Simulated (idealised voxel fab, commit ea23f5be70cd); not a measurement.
process module | voxel self aligned vias
cross-section cut | 250 nm wide | cells 5 nm
A cross-section is a grid of square cells, given in bands from the top down. A band is one or more rows of cells.
Each band's line starts with the height of the band's top and of its bottom, in nm. Then come its materials from left to right, each with its width in nm. One material with "throughout" fills the band from edge to edge. "air" is empty space.
Height 0 is the level under which the wafer as received is all one material. The lowest band goes on downwards, as in "0 down".
A width such as "30 to 40" changes by the same amount from each row of cells to the next, from the band's top row to its bottom row.
"no change" after a step means that no cell of the cross-section changed.
closed voids: empty space of 8 cells or more with no open way to the top, each as width x height at its distance from the left edge, in nm
after a step's settings: what the simulator itself notes on the step
overlay nm, on a step with a mask: how far to the right of its planned place the mask lay; to the left if negative
plan
1 op RECEIVE | material Si
2 op CONFORMAL_DEP | material SiO2 | thk nm 15
3 op CONFORMAL_DEP | material SiCN | thk nm 5
4 op DIRECTIONAL_DEP | material SiO2 | thk nm 25
5 op MASKED_ETCH | tone open | mask id LINES | width nm 25 | pitch nm 65 | etch materials SiO2 | depth nm 25 | overlay nm 0
6 op CONFORMAL_DEP | material TiN | thk nm 5
7 op FILL_DEP | material W | thk nm 5
8 op CMP | height nm 45
9 op SELECTIVE_ETCH | etch materials W Ru TiN | depth nm 10
10 op FILL_DEP | material SiN | thk nm 10
11 op CMP | height nm 45
12 op DIRECTIONAL_DEP | material SiO2 | thk nm 20
13 op MASKED_ETCH | tone open | mask id VIAS | width nm 35 | pitch nm 65 | etch materials SiO2 | depth nm 20 | overlay nm 0
14 op MASKED_ETCH | tone open | mask id VIAS | width nm 35 | pitch nm 65 | etch materials SiN | depth nm 10 | overlay nm 0
15 op CONFORMAL_DEP | material TiN | thk nm 5
16 op FILL_DEP | material W | thk nm 10
17 op CMP | height nm 65
18 op CONFORMAL_DEP | material SiN | thk nm 5
as received, after step 1
  0 down: Si throughout
  closed voids: none
first wafer at the end, as planned
  70 to 65: SiN throughout
  65 to 50: SiO2 75 | TiN 5 | W 25 | TiN 5 | SiO2 30 | TiN 5 | W 25 | TiN 5 | SiO2 75
  50 to 40: SiO2 75 to 80 | TiN 10 to 5 | W 15 | TiN 10 to 5 | SiO2 30 to 40 | TiN 10 to 5 | W 15 | TiN 10 to 5 | SiO2 75 to 80
  40 to 35: SiO2 80 | TiN 25 | SiO2 40 | TiN 25 | SiO2 80
  35 to 25: SiO2 80 | TiN 5 | W 15 | TiN 5 | SiO2 40 | TiN 5 | W 15 | TiN 5 | SiO2 80
  25 to 20: SiO2 80 | TiN 25 | SiO2 40 | TiN 25 | SiO2 80
  20 to 15: SiCN throughout
  15 to 0: SiO2 throughout
  0 down: Si throughout
  closed voids: none
second wafer at the end: like start, like plan, one mistake
  70 to 65: SiN throughout
  65 to 40: SiO2 75 | TiN 5 | W 25 | TiN 5 | SiO2 30 | TiN 5 | W 25 | TiN 5 | SiO2 75
  40 to 35: SiO2 75 | TiN 35 | SiO2 30 | TiN 35 | SiO2 75
  35 to 25: SiO2 80 | TiN 5 | W 15 | TiN 5 | SiO2 40 | TiN 5 | W 15 | TiN 5 | SiO2 80
  25 to 20: SiO2 80 | TiN 25 | SiO2 40 | TiN 25 | SiO2 80
  20 to 15: SiCN throughout
  15 to 0: SiO2 throughout
  0 down: Si throughout
  closed voids: none
what went wrong: step 13 ran as: op MASKED_ETCH | tone open | mask id VIAS | width nm 35 | pitch nm 65 | etch materials SiO2 | depth nm 30 | overlay nm 0
at the end the second wafer has, in cells: 8 fewer of SiO2 | 8 more of W
